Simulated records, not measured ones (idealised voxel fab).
Process module in this document: voxel self aligned contacts
Square cells of 5 nm make up the cross-section cut, whose width is 205 nm.
For the purposes of this document, a cross-section shall be understood as a grid of square cells, specified as bands listed in top-to-bottom order, each band consisting of one or more rows of cells.
What a band's entry tells you: where the top is and where the bottom is, as heights in nm, and after that what lies inside, material by material from left to right, each with its width in nm. Empty space is written as the word "blank", and a single material marked with the word "all across" occupies the band from edge to edge.
Measure heights from 0. That's the level where, below it, the as-received wafer is all one material. The lowest band is bottomless and extends downward; write it as in "0 and below".
So if you see something like "30..40" for the width, read it as the top row of the band sitting at the first number and the bottom row at the second, with every row in between moving by the same amount as the last.
What does "remained the same" mean for a step? It means no cell of the cross-section changed in that step.
Closed-off voids of 8+ cells (no open route to the top) go in "Enclosed void inventory", written width x height at distance from the left edge, in nm.
Step line, after settings: the simulator's comment on this step.
When a step includes a mask, the "overlay nm" setting on its line states how far to the right of its planned place that mask lay, and negative values state how far to the left.

Planned process steps:
1: RECEIVE, material Si
2: OXIDIZE, depth nm 5
3: DIRECTIONAL_DEP, material polySi, thk nm 30
4: DIRECTIONAL_DEP, material SiN, thk nm 20
5: MASKED_ETCH, tone cover, mask id GATE, width nm 25, pitch nm 60, etch materials SiN, depth nm 20, overlay nm 0
6: MASKED_ETCH, tone cover, mask id GATE, width nm 25, pitch nm 60, etch materials polySi, depth nm 30, overlay nm 0
7: CONFORMAL_DEP, material SiN, thk nm 5
8: DIRECTIONAL_ETCH, etch materials SiN, depth nm 5
9: FILL_DEP, material SiO2, thk nm 20
10: CMP, height nm 60
11: PATTERN, tone open, mask id CONTACT, material resist, width nm 45, thk nm 20, overlay nm 0
12: DIRECTIONAL_ETCH, etch materials SiO2, depth nm 65
13: STRIP, etch materials resist
14: CONFORMAL_DEP, material TiN, thk nm 5
15: FILL_DEP, material W, thk nm 5
16: CMP, height nm 60
17: CONFORMAL_DEP, material SiN, thk nm 5

As-received state of the wafer in cross-section, equivalent to post-step 1:
0 and below = Si all across
Enclosed void inventory: none

Post-module cross-section: identical start and plan to those above, one misstep in execution:
65 down to 60 = SiN all across
60 down to 35 = SiO2: 55, SiN: 5, polySi: 25, SiN: 5, TiN: 5, W: 15, TiN: 5, SiN: 5, polySi: 25, SiN: 5, SiO2: 55
35 down to 30 = SiO2: 55, SiN: 5, polySi: 25, SiN: 5, TiN: 25, SiN: 5, polySi: 25, SiN: 5, SiO2: 55
30 down to 0 = polySi all across
0 down to -5 = SiO2 all across
-5 and below = Si all across
Enclosed void inventory: none
Where did the run depart from the plan? plan step 3 was twice executed
